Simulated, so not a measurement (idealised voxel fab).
process module | voxel capacitor over wiring
cross-section cut | 300 nm wide | cells 5 nm
A cross-section is a grid of square cells, given in bands from the top down. A band is one or more rows of cells.
Each band's line starts with the height of the band's top and of its bottom, in nm. Then come its materials from left to right, each with its width in nm. One material with "throughout" fills the band from edge to edge. "air" is empty space.
Height 0 is the level under which the wafer as received is all one material. The lowest band goes on downwards, as in "0 down".
A width such as "30 to 40" changes by the same amount from each row of cells to the next, from the band's top row to its bottom row.
"no change" after a step means that no cell of the cross-section changed.
closed voids: empty space of 8 cells or more with no open way to the top, each as width x height at its distance from the left edge, in nm
after a step's settings: what the simulator itself notes on the step
overlay nm, on a step with a mask: how far to the right of its planned place the mask lay; to the left if negative
plan
1 op RECEIVE | material Si
2 op CONFORMAL_DEP | material SiO2 | thk nm 15
3 op CONFORMAL_DEP | material SiN | thk nm 5
4 op DIRECTIONAL_DEP | material lowk | thk nm 20
5 op PATTERN | tone open | mask id METAL_1 | material resist | width nm 20 | pitch nm 90 | thk nm 20 | overlay nm 0
6 op DIRECTIONAL_ETCH | etch materials lowk | depth nm 20
7 op DIRECTIONAL_ETCH | etch materials SiN | depth nm 5
8 op STRIP | etch materials resist
9 op CONFORMAL_DEP | material TiN | thk nm 5
10 op FILL_DEP | material Cu | thk nm 5
11 op CMP | height nm 40
12 op CONFORMAL_DEP | material SiCN | thk nm 5
13 op DIRECTIONAL_DEP | material lowk | thk nm 20
14 op PATTERN | tone open | mask id PLUG_1 | material resist | width nm 15 | thk nm 20 | overlay nm 0
15 op DIRECTIONAL_ETCH | etch materials lowk | depth nm 20
16 op DIRECTIONAL_ETCH | etch materials SiCN | depth nm 5
17 op STRIP | etch materials resist
18 op CONFORMAL_DEP | material TiN | thk nm 5
19 op FILL_DEP | material Ru | thk nm 10
20 op CMP | height nm 65
21 op DIRECTIONAL_DEP | material TiN | thk nm 5
22 op DIRECTIONAL_DEP | material HfO2 | thk nm 5
23 op DIRECTIONAL_DEP | material TiN | thk nm 5
24 op DIRECTIONAL_DEP | material aC | thk nm 15
25 op PATTERN | tone cover | mask id UPPER_PLATE | material resist | width nm 75 | thk nm 35 | overlay nm 0
26 op DIRECTIONAL_ETCH | etch materials aC | depth nm 15
27 op STRIP | etch materials resist
28 op DIRECTIONAL_ETCH | etch materials TiN | depth nm 5
29 op DIRECTIONAL_ETCH | etch materials HfO2 | depth nm 5
30 op STRIP | etch materials aC
31 op MASKED_ETCH | tone cover | mask id LOWER_PLATE | width nm 85 | etch materials TiN | depth nm 5 | overlay nm 0
32 op FILL_DEP | material SiO2 | thk nm 15
33 op CMP | height nm 90
34 op MASKED_ETCH | tone open | mask id PLUG_2 | width nm 15 | etch materials SiO2 | depth nm 10 | overlay nm 0
35 op CONFORMAL_DEP | material TiN | thk nm 5
36 op FILL_DEP | material Cu | thk nm 10
37 op CMP | height nm 90
38 op CONFORMAL_DEP | material SiCN | thk nm 5
first wafer, as planned
as received, after step 1
  0 down: Si throughout
  closed voids: none
after step 2
  15 to 0: SiO2 throughout
  below 0: unchanged
after step 3
  20 to 15: SiN throughout
  below 15: unchanged
after step 4
  40 to 20: lowk throughout
  below 20: unchanged
after step 5
  60 to 40: resist 95 | air 20 | resist 70 | air 20 | resist 95
  below 40: unchanged
after step 6
  60 to 40: resist 95 | air 20 | resist 70 | air 20 | resist 95
  40 to 20: lowk 95 | air 20 | lowk 70 | air 20 | lowk 95
  below 20: unchanged
after step 7
  60 to 40: resist 95 | air 20 | resist 70 | air 20 | resist 95
  40 to 20: lowk 95 | air 20 | lowk 70 | air 20 | lowk 95
  20 to 15: SiN 95 | air 20 | SiN 70 | air 20 | SiN 95
  below 15: unchanged
after step 8
  40 to 20: lowk 95 | air 20 | lowk 70 | air 20 | lowk 95
  below 20: unchanged
after step 9
  45 to 40: TiN 100 | air 10 | TiN 80 | air 10 | TiN 100
  40 to 20: lowk 95 | TiN 5 | air 10 | TiN 5 | lowk 70 | TiN 5 | air 10 | TiN 5 | lowk 95
  20 to 15: SiN 95 | TiN 20 | SiN 70 | TiN 20 | SiN 95
  below 15: unchanged
after step 10
  50 to 45: Cu throughout
  45 to 40: TiN 100 | Cu 10 | TiN 80 | Cu 10 | TiN 100
  40 to 20: lowk 95 | TiN 5 | Cu 10 | TiN 5 | lowk 70 | TiN 5 | Cu 10 | TiN 5 | lowk 95
  below 20: unchanged
after step 11
  40 to 20: lowk 95 | TiN 5 | Cu 10 | TiN 5 | lowk 70 | TiN 5 | Cu 10 | TiN 5 | lowk 95
  below 20: unchanged
after step 12
  45 to 40: SiCN throughout
  below 40: unchanged
after step 13
  65 to 45: lowk throughout
  below 45: unchanged
after step 14
  85 to 65: resist 100 | air 15 | resist 185
  below 65: unchanged
after step 15
  85 to 65: resist 100 | air 15 | resist 185
  65 to 45: lowk 100 | air 15 | lowk 185
  below 45: unchanged
after step 16
  85 to 65: resist 100 | air 15 | resist 185
  65 to 45: lowk 100 | air 15 | lowk 185
  45 to 40: SiCN 100 | air 15 | SiCN 185
  below 40: unchanged
after step 17
  65 to 45: lowk 100 | air 15 | lowk 185
  below 45: unchanged
after step 18
  70 to 65: TiN 105 | air 5 | TiN 190
  65 to 45: lowk 100 | TiN 5 | air 5 | TiN 5 | lowk 185
  45 to 40: SiCN 100 | TiN 15 | SiCN 185
  below 40: unchanged
after step 19
  80 to 70: Ru throughout
  70 to 65: TiN 105 | Ru 5 | TiN 190
  65 to 45: lowk 100 | TiN 5 | Ru 5 | TiN 5 | lowk 185
  below 45: unchanged
after step 20
  65 to 45: lowk 100 | TiN 5 | Ru 5 | TiN 5 | lowk 185
  below 45: unchanged
after step 21
  70 to 65: TiN throughout
  below 65: unchanged
after step 22
  75 to 70: HfO2 throughout
  below 70: unchanged
after step 23
  80 to 75: TiN throughout
  below 75: unchanged
after step 24
  95 to 80: aC throughout
  below 80: unchanged
after step 25
  130 to 95: air 100 | resist 75 | air 125
  below 95: unchanged
after step 26
  115 to 95: air 100 | resist 75 | air 125
  95 to 80: air 100 | aC 75 | air 125
  below 80: unchanged
after step 27
  95 to 80: air 100 | aC 75 | air 125
  below 80: unchanged
after step 28
  95 to 80: air 100 | aC 75 | air 125
  80 to 75: air 100 | TiN 75 | air 125
  below 75: unchanged
after step 29
  95 to 80: air 100 | aC 75 | air 125
  80 to 75: air 100 | TiN 75 | air 125
  75 to 70: air 100 | HfO2 75 | air 125
  below 70: unchanged
after step 30
  80 to 75: air 100 | TiN 75 | air 125
  below 75: unchanged
after step 31
  80 to 75: air 100 | TiN 75 | air 125
  75 to 70: air 100 | HfO2 75 | air 125
  70 to 65: air 95 | TiN 85 | air 120
  below 65: unchanged
after step 32
  95 to 80: SiO2 throughout
  80 to 75: SiO2 100 | TiN 75 | SiO2 125
  75 to 70: SiO2 100 | HfO2 75 | SiO2 125
  70 to 65: SiO2 95 | TiN 85 | SiO2 120
  below 65: unchanged
after step 33
  90 to 80: SiO2 throughout
  below 80: unchanged
after step 34
  90 to 80: SiO2 110 | air 15 | SiO2 175
  below 80: unchanged
after step 35
  95 to 90: TiN 115 | air 5 | TiN 180
  90 to 85: SiO2 110 | TiN 5 | air 5 | TiN 5 | SiO2 175
  85 to 75: SiO2 110 to 100 | TiN 15 to 75 | SiO2 175 to 125
  below 75: unchanged
after step 36
  105 to 95: Cu throughout
  95 to 90: TiN 115 | Cu 5 | TiN 180
  90 to 85: SiO2 110 | TiN 5 | Cu 5 | TiN 5 | SiO2 175
  below 85: unchanged
after step 37
  90 to 85: SiO2 110 | TiN 5 | Cu 5 | TiN 5 | SiO2 175
  below 85: unchanged
after step 38
  95 to 90: SiCN throughout
  below 90: unchanged
second wafer: like start, like plan, one mistake. Through step 22 it matches the first wafer
when step 23 should have ended
  90 to 75: TiN throughout
  below 75: unchanged
when step 24 should have ended
  105 to 90: aC throughout
  below 90: unchanged
when step 25 should have ended
  140 to 105: air 100 | resist 75 | air 125
  below 105: unchanged
when step 26 should have ended
  125 to 105: air 100 | resist 75 | air 125
  105 to 90: air 100 | aC 75 | air 125
  below 90: unchanged
when step 27 should have ended
  105 to 90: air 100 | aC 75 | air 125
  below 90: unchanged
when step 28 should have ended
  105 to 90: air 100 | aC 75 | air 125
  90 to 85: air 100 | TiN 75 | air 125
  below 85: unchanged
when step 29 should have ended: no change
when step 30 should have ended
  90 to 85: air 100 | TiN 75 | air 125
  below 85: unchanged
when step 31 should have ended
  90 to 80: air 100 to 95 | TiN 75 to 85 | air 125 to 120
  below 80: unchanged
when step 32 should have ended
  105 to 90: SiO2 throughout
  90 to 80: SiO2 100 to 95 | TiN 75 to 85 | SiO2 125 to 120
  below 80: unchanged
when step 33 should have ended
  90 to 80: SiO2 100 to 95 | TiN 75 to 85 | SiO2 125 to 120
  below 80: unchanged
when step 34 should have ended: no change
when step 35 should have ended
  95 to 90: TiN throughout
  below 90: unchanged
when step 36 should have ended
  105 to 95: Cu throughout
  below 95: unchanged
when step 37 should have ended
  90 to 80: SiO2 100 to 95 | TiN 75 to 85 | SiO2 125 to 120
  below 80: unchanged
when step 38 should have ended
  95 to 90: SiCN throughout
  below 90: unchanged
what went wrong: step 23 ran as: op DIRECTIONAL_DEP | material TiN | thk nm 15
at the end the second wafer has, in cells: 1 fewer of Cu | 45 more of HfO2 | 159 fewer of SiO2 | 115 more of TiN
